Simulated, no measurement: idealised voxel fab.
process module | voxel trench capacitor
cross-section cut | 260 nm wide | cells 5 nm
A cross-section is a grid of square cells, given in bands from the top down. A band is one or more rows of cells.
Each band's line starts with the height of the band's top and of its bottom, in nm. Then come its materials from left to right, each with its width in nm. One material with "throughout" fills the band from edge to edge. "air" is empty space.
Height 0 is the level under which the wafer as received is all one material. The lowest band goes on downwards, as in "0 down".
A width such as "30 to 40" changes by the same amount from each row of cells to the next, from the band's top row to its bottom row.
"no change" after a step means that no cell of the cross-section changed.
closed voids: empty space of 8 cells or more with no open way to the top, each as width x height at its distance from the left edge, in nm
after a step's settings: what the simulator itself notes on the step
overlay nm, on a step with a mask: how far to the right of its planned place the mask lay; to the left if negative
plan
1 op RECEIVE | material Si
2 op CONFORMAL_DEP | material SiN | thk nm 5
3 op DIRECTIONAL_DEP | material aC | thk nm 15
4 op PATTERN | tone open | mask id TRENCH | material resist | width nm 25 | pitch nm 45 | thk nm 30 | overlay nm 0
5 op DIRECTIONAL_ETCH | etch materials aC | depth nm 15
6 op STRIP | etch materials resist
7 op DIRECTIONAL_ETCH | etch materials SiN | depth nm 5
8 op DIRECTIONAL_ETCH | etch materials Si | depth nm 35
9 op STRIP | etch materials aC
10 op CONFORMAL_DEP | material Al2O3 | thk nm 5
11 op FILL_DEP | material polySi | thk nm 10
12 op CMP | height nm 5
first wafer, as planned
as received, after step 1
  0 down: Si throughout
  closed voids: none
after step 2
  5 to 0: SiN throughout
  below 0: unchanged
after step 3
  20 to 5: aC throughout
  below 5: unchanged
after step 4
  50 to 20: resist 70 | air 25 | resist 20 | air 25 | resist 20 | air 25 | resist 75
  below 20: unchanged
after step 5
  35 to 20: resist 70 | air 25 | resist 20 | air 25 | resist 20 | air 25 | resist 75
  20 to 5: aC 70 | air 25 | aC 20 | air 25 | aC 20 | air 25 | aC 75
  below 5: unchanged
after step 6
  20 to 5: aC 70 | air 25 | aC 20 | air 25 | aC 20 | air 25 | aC 75
  below 5: unchanged
after step 7
  20 to 5: aC 70 | air 25 | aC 20 | air 25 | aC 20 | air 25 | aC 75
  5 to 0: SiN 70 | air 25 | SiN 20 | air 25 | SiN 20 | air 25 | SiN 75
  below 0: unchanged
after step 8
  20 to 5: aC 70 | air 25 | aC 20 | air 25 | aC 20 | air 25 | aC 75
  5 to 0: SiN 70 | air 25 | SiN 20 | air 25 | SiN 20 | air 25 | SiN 75
  0 to -35: Si 70 | air 25 | Si 20 | air 25 | Si 20 | air 25 | Si 75
  below -35: unchanged
after step 9
  5 to 0: SiN 70 | air 25 | SiN 20 | air 25 | SiN 20 | air 25 | SiN 75
  below 0: unchanged
after step 10
  10 to 5: Al2O3 75 | air 15 | Al2O3 30 | air 15 | Al2O3 30 | air 15 | Al2O3 80
  5 to 0: SiN 70 | Al2O3 5 | air 15 | Al2O3 5 | SiN 20 | Al2O3 5 | air 15 | Al2O3 5 | SiN 20 | Al2O3 5 | air 15 | Al2O3 5 | SiN 75
  0 to -30: Si 70 | Al2O3 5 | air 15 | Al2O3 5 | Si 20 | Al2O3 5 | air 15 | Al2O3 5 | Si 20 | Al2O3 5 | air 15 | Al2O3 5 | Si 75
  -30 to -35: Si 70 | Al2O3 25 | Si 20 | Al2O3 25 | Si 20 | Al2O3 25 | Si 75
  below -35: unchanged
after step 11
  20 to 10: polySi throughout
  10 to 5: Al2O3 75 | polySi 15 | Al2O3 30 | polySi 15 | Al2O3 30 | polySi 15 | Al2O3 80
  5 to 0: SiN 70 | Al2O3 5 | polySi 15 | Al2O3 5 | SiN 20 | Al2O3 5 | polySi 15 | Al2O3 5 | SiN 20 | Al2O3 5 | polySi 15 | Al2O3 5 | SiN 75
  0 to -30: Si 70 | Al2O3 5 | polySi 15 | Al2O3 5 | Si 20 | Al2O3 5 | polySi 15 | Al2O3 5 | Si 20 | Al2O3 5 | polySi 15 | Al2O3 5 | Si 75
  below -30: unchanged
after step 12
  5 to 0: SiN 70 | Al2O3 5 | polySi 15 | Al2O3 5 | SiN 20 | Al2O3 5 | polySi 15 | Al2O3 5 | SiN 20 | Al2O3 5 | polySi 15 | Al2O3 5 | SiN 75
  below 0: unchanged
second wafer: like start, like plan, one mistake. Through step 3 it matches the first wafer
when step 4 should have ended
  50 to 20: air 70 | resist 25 | air 20 | resist 25 | air 20 | resist 25 | air 75
  below 20: unchanged
when step 5 should have ended
  35 to 20: air 70 | resist 25 | air 20 | resist 25 | air 20 | resist 25 | air 75
  20 to 5: air 70 | aC 25 | air 20 | aC 25 | air 20 | aC 25 | air 75
  below 5: unchanged
when step 6 should have ended
  20 to 5: air 70 | aC 25 | air 20 | aC 25 | air 20 | aC 25 | air 75
  below 5: unchanged
when step 7 should have ended
  20 to 5: air 70 | aC 25 | air 20 | aC 25 | air 20 | aC 25 | air 75
  5 to 0: air 70 | SiN 25 | air 20 | SiN 25 | air 20 | SiN 25 | air 75
  below 0: unchanged
when step 8 should have ended
  20 to 5: air 70 | aC 25 | air 20 | aC 25 | air 20 | aC 25 | air 75
  5 to 0: air 70 | SiN 25 | air 20 | SiN 25 | air 20 | SiN 25 | air 75
  0 to -35: air 70 | Si 25 | air 20 | Si 25 | air 20 | Si 25 | air 75
  below -35: unchanged
when step 9 should have ended
  5 to 0: air 70 | SiN 25 | air 20 | SiN 25 | air 20 | SiN 25 | air 75
  below 0: unchanged
when step 10 should have ended
  10 to 5: air 65 | Al2O3 35 | air 10 | Al2O3 35 | air 10 | Al2O3 35 | air 70
  5 to 0: air 65 | Al2O3 5 | SiN 25 | Al2O3 5 | air 10 | Al2O3 5 | SiN 25 | Al2O3 5 | air 10 | Al2O3 5 | SiN 25 | Al2O3 5 | air 70
  0 to -30: air 65 | Al2O3 5 | Si 25 | Al2O3 5 | air 10 | Al2O3 5 | Si 25 | Al2O3 5 | air 10 | Al2O3 5 | Si 25 | Al2O3 5 | air 70
  -30 to -35: Al2O3 70 | Si 25 | Al2O3 20 | Si 25 | Al2O3 20 | Si 25 | Al2O3 75
  below -35: unchanged
when step 11 should have ended
  20 to 10: polySi throughout
  10 to 5: polySi 65 | Al2O3 35 | polySi 10 | Al2O3 35 | polySi 10 | Al2O3 35 | polySi 70
  5 to 0: polySi 65 | Al2O3 5 | SiN 25 | Al2O3 5 | polySi 10 | Al2O3 5 | SiN 25 | Al2O3 5 | polySi 10 | Al2O3 5 | SiN 25 | Al2O3 5 | polySi 70
  0 to -30: polySi 65 | Al2O3 5 | Si 25 | Al2O3 5 | polySi 10 | Al2O3 5 | Si 25 | Al2O3 5 | polySi 10 | Al2O3 5 | Si 25 | Al2O3 5 | polySi 70
  below -30: unchanged
when step 12 should have ended
  5 to 0: polySi 65 | Al2O3 5 | SiN 25 | Al2O3 5 | polySi 10 | Al2O3 5 | SiN 25 | Al2O3 5 | polySi 10 | Al2O3 5 | SiN 25 | Al2O3 5 | polySi 70
  below 0: unchanged
what went wrong: step 4 ran as: op PATTERN | tone cover | mask id TRENCH | material resist | width nm 25 | pitch nm 45 | thk nm 30 | overlay nm 0
at the end the second wafer has, in cells: 22 more of Al2O3 | 154 fewer of Si | 22 fewer of SiN | 154 more of polySi
